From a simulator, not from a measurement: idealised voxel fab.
Process module heading - voxel air gaps
We display cut, a cross-section 185 nm in width whose square cells are each 5 nm.
For the purposes of this document, a cross-section shall be understood as a grid of square cells, specified as bands listed in top-to-bottom order, each band consisting of one or more rows of cells.
In this notation a band is specified by the heights of its top and bottom, in that order and in nm, after which its materials appear from left to right, each paired with its width in nm. The word "edge to edge" attached to a single material means that material fills the band from edge to edge; the word "air" stands for empty space.
It should be noted that heights are counted from 0, beneath which the wafer as supplied is of one material throughout, and that the lowest band possesses no lower boundary but continues downward, as written in "z 0 and below".
When a width is written as two numbers, as in "30->40", the first number is the width in the top row of cells of the band and the second is the width in its bottom row, and the width changes by the same amount from each row to the next.
Key: "same as before" - step with no changed cell in the cross-section.
For the entry "Trapped void list", the listed items are empty spaces with no open way to the top whose size is 8 cells or more; each item follows the pattern width x height at distance, where distance is from the left edge and all three are in nm.
Step line, after settings: the simulator's comment on this step.
A step line may carry the setting "overlay nm", which, for steps involving a mask, states the distance by which the mask lay to the right of its intended position; negative values denote displacement to the left.

plan
1,RECEIVE, material Si
2,CONFORMAL_DEP, material SiO2, thk nm 15
3,CONFORMAL_DEP, material SiN, thk nm 5
4,DIRECTIONAL_DEP, material SiO2, thk nm 40
5,PATTERN, tone open, mask id LINES, material resist, width nm 25, pitch nm 50, thk nm 15, overlay nm 0
6,DIRECTIONAL_ETCH, etch materials SiO2, depth nm 40
7,STRIP, etch materials resist
8,CONFORMAL_DEP, material TiN, thk nm 5
9,FILL_DEP, material W, thk nm 10
10,CMP, height nm 60
11,EPI, material Ru, thk nm 10
12,SELECTIVE_ETCH, etch materials SiO2, depth nm 50
13,CONFORMAL_DEP, material SiCN, thk nm 5

As-received state of the wafer in cross-section, equivalent to post-step 1
  z 0 and below: Si edge to edge
  Trapped void list: none

Looking at the first of two wafers in cross-section at end of module - ran to plan
  z 75 to 70: 15 of air | 155 of SiCN | 15 of air
  z 70 to 60: 15 of air | 5 of SiCN | 45 of Ru | 5 of SiCN | 45 of Ru | 5 of SiCN | 45 of Ru | 5 of SiCN | 15 of air
  z 60 to 55: 15 of air | 15 of SiCN | 5 of TiN | 15 of W | 5 of TiN | 25 of SiCN | 5 of TiN | 15 of W | 5 of TiN | 25 of SiCN | 5 of TiN | 15 of W | 5 of TiN | 15 of SiCN | 15 of air
  z 55 to 25: 25 of air | 5 of SiCN | 5 of TiN | 15 of W | 5 of TiN | 5 of SiCN | 15 of air | 5 of SiCN | 5 of TiN | 15 of W | 5 of TiN | 5 of SiCN | 15 of air | 5 of SiCN | 5 of TiN | 15 of W | 5 of TiN | 5 of SiCN | 25 of air
  z 25 to 20: 30 of SiCN | 25 of TiN | 25 of SiCN | 25 of TiN | 25 of SiCN | 25 of TiN | 30 of SiCN
  z 20 to 15: SiN edge to edge
  z 15 to 0: SiO2 edge to edge
  z 0 and below: Si edge to edge
  Trapped void list: 15 x 30 at 60; 15 x 30 at 110

Cross-section, second wafer: same start as the first, same plan as the first, one mistake in running it; taken at the end of the module
  z 75 to 70: 15 of air | 155 of TiN | 15 of air
  z 70 to 60: 15 of air | 5 of TiN | 45 of Ru | 5 of TiN | 45 of Ru | 5 of TiN | 45 of Ru | 5 of TiN | 15 of air
  z 60 to 55: 15 of air | 20 of TiN | 15 of W | 35 of TiN | 15 of W | 35 of TiN | 15 of W | 20 of TiN | 15 of air
  z 55 to 25: 25 of air | 10 of TiN | 15 of W | 10 of TiN | 15 of air | 10 of TiN | 15 of W | 10 of TiN | 15 of air | 10 of TiN | 15 of W | 10 of TiN | 25 of air
  z 25 to 20: TiN edge to edge
  z 20 to 15: SiN edge to edge
  z 15 to 0: SiO2 edge to edge
  z 0 and below: Si edge to edge
  Trapped void list: 15 x 30 at 60; 15 x 30 at 110
Deviation noted in wafer processing: step 13: run off-plan, actual operation and settings CONFORMAL_DEP, material TiN, thk nm 5
At the finish, the second wafer shows more or fewer cells for some materials than the first does: -113 SiCN | +113 TiN
